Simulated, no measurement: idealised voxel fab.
A process module follows: voxel wiring stack.
Cross-section cut spans 270 nm and uses square cells 5 nm in size.
Square cells in a grid make up a cross-section in this document, and the grid is given as bands, listed from the top down, each one or more rows of cells. Band: top and bottom heights (nm) first, top before bottom; then materials from left to right, widths in nm. "everywhere" marks a sole material filling the band edge to edge. "air" denotes empty space. Heights are measured from 0, the level below which the as-received wafer is all one material; the lowest band has no bottom and continues downward, written as in "top 0, no bottom". Read "30->40" as a graded width: first number on top, second number at the bottom, same change between each pair of neighbouring rows. Take "no alterations made" at face value: in the step it is given for, the cross-section changed in none of its cells. Heads up: "Enclosed empty spaces" only lists the empty pockets with no open path to the top that are 8 cells or more, and it writes them as width x height at distance, distance from the left edge, in nm. Text after the settings on a step's line: the simulator's own remark on that step. Among the settings permitted on a step's line is "overlay nm"; applied to a step with a mask, it specifies the extent to which the mask lay to the right of its planned position, whereas a negative figure signifies a position to the left. Everything after this point is organized in pairs: a cross-section before one process step, a cross-section after it that shows only as deep as the lowest changed band, and, under the pair, the intervening step with its settings. Because different runs of this module on the same starting wafer can supply different pairs, a pair continues from the pair above it only if its entry headed "Before the process" says so.
Before the process:
	top 0, no bottom | Si everywhere
	Enclosed empty spaces: none
Section After Processing:
	top 15, bottom 0 | SiO2 everywhere
	Note: structure below 0 unchanged.
	Enclosed empty spaces: none
The two cross-sections above bracket this step: CONFORMAL_DEP: material SiO2, thk nm 15
Before the process: see preceding pair, after cross-section.
Section After Processing:
	top 20, bottom 15 | SiN everywhere
	Note: structure below 15 unchanged.
	Enclosed empty spaces: none
The two cross-sections above bracket this step: CONFORMAL_DEP: material SiN, thk nm 5
Before the process: see preceding pair, after cross-section.
Section After Processing:
	top 40, bottom 20 | SiO2 everywhere
	Note: structure below 20 unchanged.
	Enclosed empty spaces: none
The two cross-sections above bracket this step: DIRECTIONAL_DEP: material SiO2, thk nm 20
Before the process: see preceding pair, after cross-section.
Section After Processing:
	top 50, bottom 40 | aC everywhere
	Note: structure below 40 unchanged.
	Enclosed empty spaces: none
The two cross-sections above bracket this step: DIRECTIONAL_DEP: material aC, thk nm 10
Before the process: see preceding pair, after cross-section.
Section After Processing:
	top 80, bottom 50 | resist (65) / air (30) / resist (25) / air (30) / resist (25) / air (30) / resist (65)
	Note: structure below 50 unchanged.
	Enclosed empty spaces: none
The two cross-sections above bracket this step: PATTERN: tone open, mask id METAL_1, material resist, width nm 30, pitch nm 55, thk nm 30, overlay nm 0
Before the process: see preceding pair, after cross-section.
Section After Processing:
	top 70, bottom 50 | resist (65) / air (30) / resist (25) / air (30) / resist (25) / air (30) / resist (65)
	top 50, bottom 40 | aC (65) / air (30) / aC (25) / air (30) / aC (25) / air (30) / aC (65)
	Note: structure below 40 unchanged.
	Enclosed empty spaces: none
The two cross-sections above bracket this step: DIRECTIONAL_ETCH: etch materials aC, depth nm 10
Before the process: see preceding pair, after cross-section.
Section After Processing:
	top 50, bottom 40 | aC (65) / air (30) / aC (25) / air (30) / aC (25) / air (30) / aC (65)
	Note: structure below 40 unchanged.
	Enclosed empty spaces: none
The two cross-sections above bracket this step: STRIP: etch materials resist
Before the process: see preceding pair, after cross-section.
Section After Processing:
	top 50, bottom 40 | aC (65) / air (30) / aC (25) / air (30) / aC (25) / air (30) / aC (65)
	top 40, bottom 20 | SiO2 (65) / air (30) / SiO2 (25) / air (30) / SiO2 (25) / air (30) / SiO2 (65)
	Note: structure below 20 unchanged.
	Enclosed empty spaces: none
The two cross-sections above bracket this step: DIRECTIONAL_ETCH: etch materials SiO2, depth nm 20
Before the process: see preceding pair, after cross-section.
Section After Processing:
	top 50, bottom 40 | aC (65) / air (30) / aC (25) / air (30) / aC (25) / air (30) / aC (65)
	top 40, bottom 20 | SiO2 (65) / air (30) / SiO2 (25) / air (30) / SiO2 (25) / air (30) / SiO2 (65)
	top 20, bottom 15 | SiN (65) / air (30) / SiN (25) / air (30) / SiN (25) / air (30) / SiN (65)
	Note: structure below 15 unchanged.
	Enclosed empty spaces: none
The two cross-sections above bracket this step: DIRECTIONAL_ETCH: etch materials SiN, depth nm 5
Before the process: see preceding pair, after cross-section.
Section After Processing:
	top 40, bottom 20 | SiO2 (65) / air (30) / SiO2 (25) / air (30) / SiO2 (25) / air (30) / SiO2 (65)
	Note: structure below 20 unchanged.
	Enclosed empty spaces: none
The two cross-sections above bracket this step: STRIP: etch materials aC
Before the process: see preceding pair, after cross-section.
Section After Processing:
	top 45, bottom 40 | TiN (70) / air (20) / TiN (35) / air (20) / TiN (35) / air (20) / TiN (70)
	top 40, bottom 20 | SiO2 (65) / TiN (5) / air (20) / TiN (5) / SiO2 (25) / TiN (5) / air (20) / TiN (5) / SiO2 (25) / TiN (5) / air (20) / TiN (5) / SiO2 (65)
	top 20, bottom 15 | SiN (65) / TiN (30) / SiN (25) / TiN (30) / SiN (25) / TiN (30) / SiN (65)
	Note: structure below 15 unchanged.
	Enclosed empty spaces: none
The two cross-sections above bracket this step: CONFORMAL_DEP: material TiN, thk nm 5
Before the process: see preceding pair, after cross-section.
Section After Processing:
	top 55, bottom 45 | Cu everywhere
	top 45, bottom 40 | TiN (70) / Cu (20) / TiN (35) / Cu (20) / TiN (35) / Cu (20) / TiN (70)
	top 40, bottom 20 | SiO2 (65) / TiN (5) / Cu (20) / TiN (5) / SiO2 (25) / TiN (5) / Cu (20) / TiN (5) / SiO2 (25) / TiN (5) / Cu (20) / TiN (5) / SiO2 (65)
	Note: structure below 20 unchanged.
	Enclosed empty spaces: none
The two cross-sections above bracket this step: FILL_DEP: material Cu, thk nm 10
Before the process: see preceding pair, after cross-section.
Section After Processing:
	top 40, bottom 20 | SiO2 (65) / TiN (5) / Cu (20) / TiN (5) / SiO2 (25) / TiN (5) / Cu (20) / TiN (5) / SiO2 (25) / TiN (5) / Cu (20) / TiN (5) / SiO2 (65)
	Note: structure below 20 unchanged.
	Enclosed empty spaces: none
The two cross-sections above bracket this step: CMP: height nm 40
Before the process: see preceding pair, after cross-section.
Section After Processing:
	top 45, bottom 40 | SiCN everywhere
	Note: structure below 40 unchanged.
	Enclosed empty spaces: none
The two cross-sections above bracket this step: CONFORMAL_DEP: material SiCN, thk nm 5
Before the process: see preceding pair, after cross-section.
Section After Processing:
	top 70, bottom 45 | lowk everywhere
	Note: structure below 45 unchanged.
	Enclosed empty spaces: none
The two cross-sections above bracket this step: DIRECTIONAL_DEP: material lowk, thk nm 25
Before the process: see preceding pair, after cross-section.
Section After Processing:
	top 85, bottom 70 | resist (65) / air (30) / resist (25) / air (30) / resist (25) / air (30) / resist (65)
	Note: structure below 70 unchanged.
	Enclosed empty spaces: none
The two cross-sections above bracket this step: PATTERN: tone open, mask id METAL_2, material resist, width nm 30, pitch nm 55, thk nm 15, overlay nm 0
Before the process: see preceding pair, after cross-section.
Section After Processing:
	top 85, bottom 70 | resist (65) / air (30) / resist (25) / air (30) / resist (25) / air (30) / resist (65)
	top 70, bottom 55 | lowk (65) / air (30) / lowk (25) / air (30) / lowk (25) / air (30) / lowk (65)
	Note: structure below 55 unchanged.
	Enclosed empty spaces: none
The two cross-sections above bracket this step: DIRECTIONAL_ETCH: etch materials lowk, depth nm 15
Before the process: see preceding pair, after cross-section.
Section After Processing:
	top 70, bottom 55 | lowk (65) / air (30) / lowk (25) / air (30) / lowk (25) / air (30) / lowk (65)
	Note: structure below 55 unchanged.
	Enclosed empty spaces: none
The two cross-sections above bracket this step: STRIP: etch materials resist
Before the process: see preceding pair, after cross-section.
Section After Processing:
	top 85, bottom 70 | resist (65) / air (15) / resist (95) / air (15) / resist (80)
	top 70, bottom 55 | lowk (65) / air (15) / resist (15) / lowk (25) / resist (30) / lowk (25) / air (15) / resist (15) / lowk (65)
	Note: structure below 55 unchanged.
	Enclosed empty spaces: none
The two cross-sections above bracket this step: PATTERN: tone open, mask id METAL_2_HOLES, material resist, width nm 15, pitch nm 110, thk nm 15, overlay nm 0
Before the process: see preceding pair, after cross-section.
Section After Processing:
	top 85, bottom 70 | resist (65) / air (15) / resist (95) / air (15) / resist (80)
	top 70, bottom 55 | lowk (65) / air (15) / resist (15) / lowk (25) / resist (30) / lowk (25) / air (15) / resist (15) / lowk (65)
	top 55, bottom 45 | lowk (65) / air (15) / lowk (95) / air (15) / lowk (80)
	Note: structure below 45 unchanged.
	Enclosed empty spaces: none
The two cross-sections above bracket this step: DIRECTIONAL_ETCH: etch materials lowk, depth nm 10
Before the process: see preceding pair, after cross-section.
Section After Processing:
	top 85, bottom 70 | resist (65) / air (15) / resist (95) / air (15) / resist (80)
	top 70, bottom 55 | lowk (65) / air (15) / resist (15) / lowk (25) / resist (30) / lowk (25) / air (15) / resist (15) / lowk (65)
	top 55, bottom 45 | lowk (65) / air (15) / lowk (95) / air (15) / lowk (80)
	top 45, bottom 40 | SiCN (65) / air (15) / SiCN (95) / air (15) / SiCN (80)
	Note: structure below 40 unchanged.
	Enclosed empty spaces: none
The two cross-sections above bracket this step: DIRECTIONAL_ETCH: etch materials SiCN, depth nm 5
Before the process: see preceding pair, after cross-section.
Section After Processing:
	top 70, bottom 55 | lowk (65) / air (30) / lowk (25) / air (30) / lowk (25) / air (30) / lowk (65)
	Note: structure below 55 unchanged.
	Enclosed empty spaces: none
The two cross-sections above bracket this step: STRIP: etch materials resist
Before the process: see preceding pair, after cross-section.
Section After Processing:
	top 75, bottom 70 | TiN (70) / air (20) / TiN (35) / air (20) / TiN (35) / air (20) / TiN (70)
	top 70, bottom 60 | lowk (65) / TiN (5) / air (20) / TiN (5) / lowk (25) / TiN (5) / air (20) / TiN (5) / lowk (25) / TiN (5) / air (20) / TiN (5) / lowk (65)
	top 60, bottom 55 | lowk (65) / TiN (5) / air (5) / TiN (20) / lowk (25) / TiN (30) / lowk (25) / TiN (5) / air (5) / TiN (20) / lowk (65)
	top 55, bottom 45 | lowk (65) / TiN (5) / air (5) / TiN (5) / lowk (95) / TiN (5) / air (5) / TiN (5) / lowk (80)
	top 45, bottom 40 | SiCN (65) / TiN (15) / SiCN (95) / TiN (15) / SiCN (80)
	Note: structure below 40 unchanged.
	Enclosed empty spaces: none
The two cross-sections above bracket this step: CONFORMAL_DEP: material TiN, thk nm 5
Before the process: see preceding pair, after cross-section.
Section After Processing:
	top 85, bottom 75 | Ru everywhere
	top 75, bottom 70 | TiN (70) / Ru (20) / TiN (35) / Ru (20) / TiN (35) / Ru (20) / TiN (70)
	top 70, bottom 60 | lowk (65) / TiN (5) / Ru (20) / TiN (5) / lowk (25) / TiN (5) / Ru (20) / TiN (5) / lowk (25) / TiN (5) / Ru (20) / TiN (5) / lowk (65)
	top 60, bottom 55 | lowk (65) / TiN (5) / Ru (5) / TiN (20) / lowk (25) / TiN (30) / lowk (25) / TiN (5) / Ru (5) / TiN (20) / lowk (65)
	top 55, bottom 45 | lowk (65) / TiN (5) / Ru (5) / TiN (5) / lowk (95) / TiN (5) / Ru (5) / TiN (5) / lowk (80)
	Note: structure below 45 unchanged.
	Enclosed empty spaces: none
The two cross-sections above bracket this step: FILL_DEP: material Ru, thk nm 10
Before the process: see preceding pair, after cross-section.
Section After Processing:
	top 70, bottom 60 | lowk (65) / TiN (5) / Ru (20) / TiN (5) / lowk (25) / TiN (5) / Ru (20) / TiN (5) / lowk (25) / TiN (5) / Ru (20) / TiN (5) / lowk (65)
	Note: structure below 60 unchanged.
	Enclosed empty spaces: none
The two cross-sections above bracket this step: CMP: height nm 70
Before the process: see preceding pair, after cross-section.
Section After Processing:
	top 75, bottom 70 | SiN everywhere
	Note: structure below 70 unchanged.
	Enclosed empty spaces: none
The two cross-sections above bracket this step: CONFORMAL_DEP: material SiN, thk nm 5
Before the process:
	top 85, bottom 75 | Ru everywhere
	top 75, bottom 70 | TiN (70) / Ru (20) / TiN (35) / Ru (20) / TiN (35) / Ru (20) / TiN (70)
	top 70, bottom 60 | lowk (65) / TiN (5) / Ru (20) / TiN (5) / lowk (25) / TiN (5) / Ru (20) / TiN (5) / lowk (25) / TiN (5) / Ru (20) / TiN (5) / lowk (65)
	top 60, bottom 55 | lowk (65) / TiN (5) / Ru (5) / TiN (20) / lowk (25) / TiN (30) / lowk (25) / TiN (5) / Ru (5) / TiN (20) / lowk (65)
	top 55, bottom 45 | lowk (65) / TiN (5) / Ru (5) / TiN (5) / lowk (95) / TiN (5) / Ru (5) / TiN (5) / lowk (80)
	top 45, bottom 40 | SiCN (65) / TiN (15) / SiCN (95) / TiN (15) / SiCN (80)
	top 40, bottom 20 | SiO2 (65) / TiN (5) / Cu (20) / TiN (5) / SiO2 (25) / TiN (5) / Cu (20) / TiN (5) / SiO2 (25) / TiN (5) / Cu (20) / TiN (5) / SiO2 (65)
	top 20, bottom 15 | SiN (65) / TiN (30) / SiN (25) / TiN (30) / SiN (25) / TiN (30) / SiN (65)
	top 15, bottom 0 | SiO2 everywhere
	top 0, no bottom | Si everywhere
	Enclosed empty spaces: none
Section After Processing:
	top 90, bottom 85 | SiN everywhere
	Note: structure below 85 unchanged.
	Enclosed empty spaces: none
The two cross-sections above bracket this step: CONFORMAL_DEP: material SiN, thk nm 5
Before the process:
	top 15, bottom 0 | SiO2 everywhere
	top 0, no bottom | Si everywhere
	Enclosed empty spaces: none
Section After Processing:
	top 30, bottom 0 | SiO2 everywhere
	Note: structure below 0 unchanged.
	Enclosed empty spaces: none
The two cross-sections above bracket this step: CONFORMAL_DEP: material SiO2, thk nm 15
Before the process: see preceding pair, after cross-section.
Section After Processing:
	top 35, bottom 30 | SiN everywhere
	Note: structure below 30 unchanged.
	Enclosed empty spaces: none
The two cross-sections above bracket this step: CONFORMAL_DEP: material SiN, thk nm 5
Before the process: see preceding pair, after cross-section.
Section After Processing:
	top 55, bottom 35 | SiO2 everywhere
	Note: structure below 35 unchanged.
	Enclosed empty spaces: none
The two cross-sections above bracket this step: DIRECTIONAL_DEP: material SiO2, thk nm 20
Before the process: see preceding pair, after cross-section.
Section After Processing:
	top 65, bottom 55 | aC everywhere
	Note: structure below 55 unchanged.
	Enclosed empty spaces: none
The two cross-sections above bracket this step: DIRECTIONAL_DEP: material aC, thk nm 10
Before the process: see preceding pair, after cross-section.
Section After Processing:
	top 95, bottom 65 | resist (65) / air (30) / resist (25) / air (30) / resist (25) / air (30) / resist (65)
	Note: structure below 65 unchanged.
	Enclosed empty spaces: none
The two cross-sections above bracket this step: PATTERN: tone open, mask id METAL_1, material resist, width nm 30, pitch nm 55, thk nm 30, overlay nm 0
Before the process: see preceding pair, after cross-section.
Section After Processing:
	top 85, bottom 65 | resist (65) / air (30) / resist (25) / air (30) / resist (25) / air (30) / resist (65)
	top 65, bottom 55 | aC (65) / air (30) / aC (25) / air (30) / aC (25) / air (30) / aC (65)
	Note: structure below 55 unchanged.
	Enclosed empty spaces: none
The two cross-sections above bracket this step: DIRECTIONAL_ETCH: etch materials aC, depth nm 10
Before the process: see preceding pair, after cross-section.
Section After Processing:
	top 65, bottom 55 | aC (65) / air (30) / aC (25) / air (30) / aC (25) / air (30) / aC (65)
	Note: structure below 55 unchanged.
	Enclosed empty spaces: none
The two cross-sections above bracket this step: STRIP: etch materials resist
Before the process: see preceding pair, after cross-section.
Section After Processing:
	top 65, bottom 55 | aC (65) / air (30) / aC (25) / air (30) / aC (25) / air (30) / aC (65)
	top 55, bottom 35 | SiO2 (65) / air (30) / SiO2 (25) / air (30) / SiO2 (25) / air (30) / SiO2 (65)
	Note: structure below 35 unchanged.
	Enclosed empty spaces: none
The two cross-sections above bracket this step: DIRECTIONAL_ETCH: etch materials SiO2, depth nm 20
Before the process: see preceding pair, after cross-section.
Section After Processing:
	top 65, bottom 55 | aC (65) / air (30) / aC (25) / air (30) / aC (25) / air (30) / aC (65)
	top 55, bottom 35 | SiO2 (65) / air (30) / SiO2 (25) / air (30) / SiO2 (25) / air (30) / SiO2 (65)
	top 35, bottom 30 | SiN (65) / air (30) / SiN (25) / air (30) / SiN (25) / air (30) / SiN (65)
	Note: structure below 30 unchanged.
	Enclosed empty spaces: none
The two cross-sections above bracket this step: DIRECTIONAL_ETCH: etch materials SiN, depth nm 5
Before the process: see preceding pair, after cross-section.
Section After Processing:
	top 55, bottom 35 | SiO2 (65) / air (30) / SiO2 (25) / air (30) / SiO2 (25) / air (30) / SiO2 (65)
	Note: structure below 35 unchanged.
	Enclosed empty spaces: none
The two cross-sections above bracket this step: STRIP: etch materials aC
Before the process: see preceding pair, after cross-section.
Section After Processing:
	top 60, bottom 55 | TiN (70) / air (20) / TiN (35) / air (20) / TiN (35) / air (20) / TiN (70)
	top 55, bottom 35 | SiO2 (65) / TiN (5) / air (20) / TiN (5) / SiO2 (25) / TiN (5) / air (20) / TiN (5) / SiO2 (25) / TiN (5) / air (20) / TiN (5) / SiO2 (65)
	top 35, bottom 30 | SiN (65) / TiN (30) / SiN (25) / TiN (30) / SiN (25) / TiN (30) / SiN (65)
	Note: structure below 30 unchanged.
	Enclosed empty spaces: none
The two cross-sections above bracket this step: CONFORMAL_DEP: material TiN, thk nm 5
Before the process: see preceding pair, after cross-section.
Section After Processing:
	top 70, bottom 60 | Cu everywhere
	top 60, bottom 55 | TiN (70) / Cu (20) / TiN (35) / Cu (20) / TiN (35) / Cu (20) / TiN (70)
	top 55, bottom 35 | SiO2 (65) / TiN (5) / Cu (20) / TiN (5) / SiO2 (25) / TiN (5) / Cu (20) / TiN (5) / SiO2 (25) / TiN (5) / Cu (20) / TiN (5) / SiO2 (65)
	Note: structure below 35 unchanged.
	Enclosed empty spaces: none
The two cross-sections above bracket this step: FILL_DEP: material Cu, thk nm 10
Before the process: see preceding pair, after cross-section.
Section After Processing:
	top 40, bottom 35 | SiO2 (65) / TiN (5) / Cu (20) / TiN (5) / SiO2 (25) / TiN (5) / Cu (20) / TiN (5) / SiO2 (25) / TiN (5) / Cu (20) / TiN (5) / SiO2 (65)
	Note: structure below 35 unchanged.
	Enclosed empty spaces: none
The two cross-sections above bracket this step: CMP: height nm 40
Before the process: see preceding pair, after cross-section.
Section After Processing:
	top 45, bottom 40 | SiCN everywhere
	Note: structure below 40 unchanged.
	Enclosed empty spaces: none
The two cross-sections above bracket this step: CONFORMAL_DEP: material SiCN, thk nm 5
Before the process: see preceding pair, after cross-section.
Section After Processing:
	top 70, bottom 45 | lowk everywhere
	Note: structure below 45 unchanged.
	Enclosed empty spaces: none
The two cross-sections above bracket this step: DIRECTIONAL_DEP: material lowk, thk nm 25
Before the process: see preceding pair, after cross-section.
Section After Processing:
	top 85, bottom 70 | resist (65) / air (30) / resist (25) / air (30) / resist (25) / air (30) / resist (65)
	Note: structure below 70 unchanged.
	Enclosed empty spaces: none
The two cross-sections above bracket this step: PATTERN: tone open, mask id METAL_2, material resist, width nm 30, pitch nm 55, thk nm 15, overlay nm 0
Before the process: see preceding pair, after cross-section.
Section After Processing:
	top 85, bottom 70 | resist (65) / air (30) / resist (25) / air (30) / resist (25) / air (30) / resist (65)
	top 70, bottom 55 | lowk (65) / air (30) / lowk (25) / air (30) / lowk (25) / air (30) / lowk (65)
	Note: structure below 55 unchanged.
	Enclosed empty spaces: none
The two cross-sections above bracket this step: DIRECTIONAL_ETCH: etch materials lowk, depth nm 15
Before the process: see preceding pair, after cross-section.
Section After Processing:
	top 70, bottom 55 | lowk (65) / air (30) / lowk (25) / air (30) / lowk (25) / air (30) / lowk (65)
	Note: structure below 55 unchanged.
	Enclosed empty spaces: none
The two cross-sections above bracket this step: STRIP: etch materials resist
Before the process: see preceding pair, after cross-section.
Section After Processing:
	top 85, bottom 70 | resist (65) / air (15) / resist (95) / air (15) / resist (80)
	top 70, bottom 55 | lowk (65) / air (15) / resist (15) / lowk (25) / resist (30) / lowk (25) / air (15) / resist (15) / lowk (65)
	Note: structure below 55 unchanged.
	Enclosed empty spaces: none
The two cross-sections above bracket this step: PATTERN: tone open, mask id METAL_2_HOLES, material resist, width nm 15, pitch nm 110, thk nm 15, overlay nm 0
Before the process: see preceding pair, after cross-section.
Section After Processing:
	top 85, bottom 70 | resist (65) / air (15) / resist (95) / air (15) / resist (80)
	top 70, bottom 55 | lowk (65) / air (15) / resist (15) / lowk (25) / resist (30) / lowk (25) / air (15) / resist (15) / lowk (65)
	top 55, bottom 45 | lowk (65) / air (15) / lowk (95) / air (15) / lowk (80)
	Note: structure below 45 unchanged.
	Enclosed empty spaces: none
The two cross-sections above bracket this step: DIRECTIONAL_ETCH: etch materials lowk, depth nm 10
Before the process: see preceding pair, after cross-section.
Section After Processing:
	top 85, bottom 70 | resist (65) / air (15) / resist (95) / air (15) / resist (80)
	top 70, bottom 55 | lowk (65) / air (15) / resist (15) / lowk (25) / resist (30) / lowk (25) / air (15) / resist (15) / lowk (65)
	top 55, bottom 45 | lowk (65) / air (15) / lowk (95) / air (15) / lowk (80)
	top 45, bottom 40 | SiCN (65) / air (15) / SiCN (95) / air (15) / SiCN (80)
	Note: structure below 40 unchanged.
	Enclosed empty spaces: none
The two cross-sections above bracket this step: DIRECTIONAL_ETCH: etch materials SiCN, depth nm 5
Before the process: see preceding pair, after cross-section.
Section After Processing:
	top 70, bottom 55 | lowk (65) / air (30) / lowk (25) / air (30) / lowk (25) / air (30) / lowk (65)
	Note: structure below 55 unchanged.
	Enclosed empty spaces: none
The two cross-sections above bracket this step: STRIP: etch materials resist
Before the process: see preceding pair, after cross-section.
Section After Processing:
	top 75, bottom 70 | TiN (70) / air (20) / TiN (35) / air (20) / TiN (35) / air (20) / TiN (70)
	top 70, bottom 60 | lowk (65) / TiN (5) / air (20) / TiN (5) / lowk (25) / TiN (5) / air (20) / TiN (5) / lowk (25) / TiN (5) / air (20) / TiN (5) / lowk (65)
	top 60, bottom 55 | lowk (65) / TiN (5) / air (5) / TiN (20) / lowk (25) / TiN (30) / lowk (25) / TiN (5) / air (5) / TiN (20) / lowk (65)
	top 55, bottom 45 | lowk (65) / TiN (5) / air (5) / TiN (5) / lowk (95) / TiN (5) / air (5) / TiN (5) / lowk (80)
	top 45, bottom 40 | SiCN (65) / TiN (15) / SiCN (95) / TiN (15) / SiCN (80)
	Note: structure below 40 unchanged.
	Enclosed empty spaces: none
The two cross-sections above bracket this step: CONFORMAL_DEP: material TiN, thk nm 5
Before the process: see preceding pair, after cross-section.
Section After Processing:
	top 85, bottom 75 | Ru everywhere
	top 75, bottom 70 | TiN (70) / Ru (20) / TiN (35) / Ru (20) / TiN (35) / Ru (20) / TiN (70)
	top 70, bottom 60 | lowk (65) / TiN (5) / Ru (20) / TiN (5) / lowk (25) / TiN (5) / Ru (20) / TiN (5) / lowk (25) / TiN (5) / Ru (20) / TiN (5) / lowk (65)
	top 60, bottom 55 | lowk (65) / TiN (5) / Ru (5) / TiN (20) / lowk (25) / TiN (30) / lowk (25) / TiN (5) / Ru (5) / TiN (20) / lowk (65)
	top 55, bottom 45 | lowk (65) / TiN (5) / Ru (5) / TiN (5) / lowk (95) / TiN (5) / Ru (5) / TiN (5) / lowk (80)
	Note: structure below 45 unchanged.
	Enclosed empty spaces: none
The two cross-sections above bracket this step: FILL_DEP: material Ru, thk nm 10
Before the process: see preceding pair, after cross-section.
Section After Processing:
	top 70, bottom 60 | lowk (65) / TiN (5) / Ru (20) / TiN (5) / lowk (25) / TiN (5) / Ru (20) / TiN (5) / lowk (25) / TiN (5) / Ru (20) / TiN (5) / lowk (65)
	Note: structure below 60 unchanged.
	Enclosed empty spaces: none
The two cross-sections above bracket this step: CMP: height nm 70
Before the process: see preceding pair, after cross-section.
Section After Processing:
	top 75, bottom 70 | SiN everywhere
	Note: structure below 70 unchanged.
	Enclosed empty spaces: none
The two cross-sections above bracket this step: CONFORMAL_DEP: material SiN, thk nm 5
Before the process:
	top 15, bottom 0 | SiO2 everywhere
	top 0, no bottom | Si everywhere
	Enclosed empty spaces: none
Section After Processing:
	top 35, bottom 0 | SiO2 everywhere
	Note: structure below 0 unchanged.
	Enclosed empty spaces: none
The two cross-sections above bracket this step: DIRECTIONAL_DEP: material SiO2, thk nm 20
Before the process: see preceding pair, after cross-section.
Section After Processing:
	top 40, bottom 35 | SiN everywhere
	Note: structure below 35 unchanged.
	Enclosed empty spaces: none
The two cross-sections above bracket this step: CONFORMAL_DEP: material SiN, thk nm 5
Before the process: see preceding pair, after cross-section.
Section After Processing:
	top 50, bottom 40 | aC everywhere
	Note: structure below 40 unchanged.
	Enclosed empty spaces: none
The two cross-sections above bracket this step: DIRECTIONAL_DEP: material aC, thk nm 10
Before the process: see preceding pair, after cross-section.
Section After Processing:
	top 80, bottom 50 | resist (65) / air (30) / resist (25) / air (30) / resist (25) / air (30) / resist (65)
	Note: structure below 50 unchanged.
	Enclosed empty spaces: none
The two cross-sections above bracket this step: PATTERN: tone open, mask id METAL_1, material resist, width nm 30, pitch nm 55, thk nm 30, overlay nm 0
Before the process: see preceding pair, after cross-section.
Section After Processing:
	top 70, bottom 50 | resist (65) / air (30) / resist (25) / air (30) / resist (25) / air (30) / resist (65)
	top 50, bottom 40 | aC (65) / air (30) / aC (25) / air (30) / aC (25) / air (30) / aC (65)
	Note: structure below 40 unchanged.
	Enclosed empty spaces: none
The two cross-sections above bracket this step: DIRECTIONAL_ETCH: etch materials aC, depth nm 10
Before the process: see preceding pair, after cross-section.
Section After Processing:
	top 50, bottom 40 | aC (65) / air (30) / aC (25) / air (30) / aC (25) / air (30) / aC (65)
	Note: structure below 40 unchanged.
	Enclosed empty spaces: none
The two cross-sections above bracket this step: STRIP: etch materials resist
Before the process: see preceding pair, after cross-section.
Section After Processing:
	top 50, bottom 40 | aC (65) / air (30) / aC (25) / air (30) / aC (25) / air (30) / aC (65)
	top 40, bottom 35 | SiN (65) / air (30) / SiN (25) / air (30) / SiN (25) / air (30) / SiN (65)
	Note: structure below 35 unchanged.
	Enclosed empty spaces: none
The two cross-sections above bracket this step: DIRECTIONAL_ETCH: etch materials SiN, depth nm 5
Before the process: see preceding pair, after cross-section.
Section After Processing:
	top 40, bottom 35 | SiN (65) / air (30) / SiN (25) / air (30) / SiN (25) / air (30) / SiN (65)
	Note: structure below 35 unchanged.
	Enclosed empty spaces: none
The two cross-sections above bracket this step: STRIP: etch materials aC
Before the process: see preceding pair, after cross-section.
Section After Processing:
	top 45, bottom 40 | TiN (70) / air (20) / TiN (35) / air (20) / TiN (35) / air (20) / TiN (70)
	top 40, bottom 35 | SiN (65) / TiN (30) / SiN (25) / TiN (30) / SiN (25) / TiN (30) / SiN (65)
	Note: structure below 35 unchanged.
	Enclosed empty spaces: none
The two cross-sections above bracket this step: CONFORMAL_DEP: material TiN, thk nm 5
Before the process: see preceding pair, after cross-section.
Section After Processing:
	top 55, bottom 45 | Cu everywhere
	top 45, bottom 40 | TiN (70) / Cu (20) / TiN (35) / Cu (20) / TiN (35) / Cu (20) / TiN (70)
	Note: structure below 40 unchanged.
	Enclosed empty spaces: none
The two cross-sections above bracket this step: FILL_DEP: material Cu, thk nm 10
Before the process: see preceding pair, after cross-section.
Section After Processing:
	top 40, bottom 35 | SiN (65) / TiN (30) / SiN (25) / TiN (30) / SiN (25) / TiN (30) / SiN (65)
	Note: structure below 35 unchanged.
	Enclosed empty spaces: none
The two cross-sections above bracket this step: CMP: height nm 40
Before the process: see preceding pair, after cross-section.
Section After Processing:
	top 45, bottom 40 | SiCN everywhere
	Note: structure below 40 unchanged.
	Enclosed empty spaces: none
The two cross-sections above bracket this step: CONFORMAL_DEP: material SiCN, thk nm 5
Before the process: see preceding pair, after cross-section.
Section After Processing:
	top 70, bottom 45 | lowk everywhere
	Note: structure below 45 unchanged.
	Enclosed empty spaces: none
The two cross-sections above bracket this step: DIRECTIONAL_DEP: material lowk, thk nm 25
Before the process: see preceding pair, after cross-section.
Section After Processing:
	top 85, bottom 70 | resist (65) / air (30) / resist (25) / air (30) / resist (25) / air (30) / resist (65)
	Note: structure below 70 unchanged.
	Enclosed empty spaces: none
The two cross-sections above bracket this step: PATTERN: tone open, mask id METAL_2, material resist, width nm 30, pitch nm 55, thk nm 15, overlay nm 0
Before the process: see preceding pair, after cross-section.
Section After Processing:
	top 85, bottom 70 | resist (65) / air (30) / resist (25) / air (30) / resist (25) / air (30) / resist (65)
	top 70, bottom 55 | lowk (65) / air (30) / lowk (25) / air (30) / lowk (25) / air (30) / lowk (65)
	Note: structure below 55 unchanged.
	Enclosed empty spaces: none
The two cross-sections above bracket this step: DIRECTIONAL_ETCH: etch materials lowk, depth nm 15
Before the process: see preceding pair, after cross-section.
Section After Processing:
	top 70, bottom 55 | lowk (65) / air (30) / lowk (25) / air (30) / lowk (25) / air (30) / lowk (65)
	Note: structure below 55 unchanged.
	Enclosed empty spaces: none
The two cross-sections above bracket this step: STRIP: etch materials resist
Before the process: see preceding pair, after cross-section.
Section After Processing:
	top 85, bottom 70 | resist (65) / air (15) / resist (95) / air (15) / resist (80)
	top 70, bottom 55 | lowk (65) / air (15) / resist (15) / lowk (25) / resist (30) / lowk (25) / air (15) / resist (15) / lowk (65)
	Note: structure below 55 unchanged.
	Enclosed empty spaces: none
The two cross-sections above bracket this step: PATTERN: tone open, mask id METAL_2_HOLES, material resist, width nm 15, pitch nm 110, thk nm 15, overlay nm 0
Before the process: see preceding pair, after cross-section.
Section After Processing:
	top 85, bottom 70 | resist (65) / air (15) / resist (95) / air (15) / resist (80)
	top 70, bottom 55 | lowk (65) / air (15) / resist (15) / lowk (25) / resist (30) / lowk (25) / air (15) / resist (15) / lowk (65)
	top 55, bottom 45 | lowk (65) / air (15) / lowk (95) / air (15) / lowk (80)
	Note: structure below 45 unchanged.
	Enclosed empty spaces: none
The two cross-sections above bracket this step: DIRECTIONAL_ETCH: etch materials lowk, depth nm 10
Before the process: see preceding pair, after cross-section.
Section After Processing:
	top 85, bottom 70 | resist (65) / air (15) / resist (95) / air (15) / resist (80)
	top 70, bottom 55 | lowk (65) / air (15) / resist (15) / lowk (25) / resist (30) / lowk (25) / air (15) / resist (15) / lowk (65)
	top 55, bottom 45 | lowk (65) / air (15) / lowk (95) / air (15) / lowk (80)
	top 45, bottom 40 | SiCN (65) / air (15) / SiCN (95) / air (15) / SiCN (80)
	Note: structure below 40 unchanged.
	Enclosed empty spaces: none
The two cross-sections above bracket this step: DIRECTIONAL_ETCH: etch materials SiCN, depth nm 5
